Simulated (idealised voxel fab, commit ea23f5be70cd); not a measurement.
The following is a process module called voxel released beams.
Section shown: cut. Width: 245 nm. Cell size: 5 nm, square.
If you're reading a cross-section in this doc, picture square cells in a grid; it comes to you as bands, top ones listed first down to the bottom, and a band can be one or more rows of cells.
Top height, bottom height, nm. Materials left to right, width each, nm. Single material + "full width" = fills band edge to edge. "blank" = empty.
Ref level 0: as-received wafer is one material below here. Bottom band extends down with no lower bound ("0 nm and below").
The expression "30 to 40" gives the width at the extremes of the band, the first number at its top row of cells and the second at its bottom row, with the width changing by equal amounts from each row to the next in between.
You'll sometimes find "no alterations made" written for a step, and that's the way of saying that nowhere in the cross-section did a cell change during that step.
"Trapped cavities" enumerates empty spaces isolated from the top, with no open way to it, that contain at least 8 cells, giving each as width x height at distance from the left edge, all three in nm.
On a step's line, text after the settings is the simulator commenting on that step.
"overlay nm" answers the question of how far to the right of plan the mask lay on a step that has a mask, and when it is negative the answer is to the left.

## Intended process steps
step 1: RECEIVE,material Si
step 2: CONFORMAL_DEP,material SiN,thk nm 5
step 3: DIRECTIONAL_DEP,material SiO2,thk nm 20
step 4: MASKED_ETCH,tone open,mask id ANCHOR,width nm 25,etch materials SiO2,depth nm 20,overlay nm 0
step 5: CONFORMAL_DEP,material TiN,thk nm 10
step 6: DIRECTIONAL_DEP,material aC,thk nm 15
step 7: PATTERN,tone cover,mask id BEAM,material resist,width nm 100,thk nm 30,overlay nm 0
step 8: DIRECTIONAL_ETCH,etch materials aC,depth nm 15
step 9: STRIP,etch materials resist
step 10: DIRECTIONAL_ETCH,etch materials TiN,depth nm 10
step 11: STRIP,etch materials aC
step 12: STRIP,etch materials SiO2

## Wafer cross-section on receipt, i.e. after step 1
    0 nm and below | Si full width
    Trapped cavities: none

## Here's the cross-section of the first of our two wafers at the end of the module - it ran as planned
    35 nm to 25 nm | blank (70)  TiN (15)  blank (5)  TiN (80)  blank (75)
    25 nm to 15 nm | blank (75)  TiN (10)  blank (5)  TiN (10)  blank (145)
    15 nm to 5 nm | blank (75)  TiN (25)  blank (145)
    5 nm to 0 nm | SiN full width
    0 nm and below | Si full width
    Trapped cavities: none

## Here is the second of the two wafers cut open at the end of the module - same start, same plan as the first one, but we made one mistake running it
    35 nm to 25 nm | blank (65)  TiN (20)  blank (5)  TiN (85)  blank (70)
    25 nm to 15 nm | blank (75)  TiN (10)  blank (5)  TiN (10)  blank (145)
    15 nm to 5 nm | blank (75)  TiN (25)  blank (145)
    5 nm to 0 nm | SiN full width
    0 nm and below | Si full width
    Trapped cavities: none
Heads up, the wafer didn't run the way we planned it: step 7 went in with a setting other than planned; the actual run was PATTERN,tone cover,mask id BEAM,material resist,width nm 110,thk nm 30,overlay nm 0
Heads up, by the end the second wafer has more or fewer cells of some materials compared to the first: 4 more of TiN
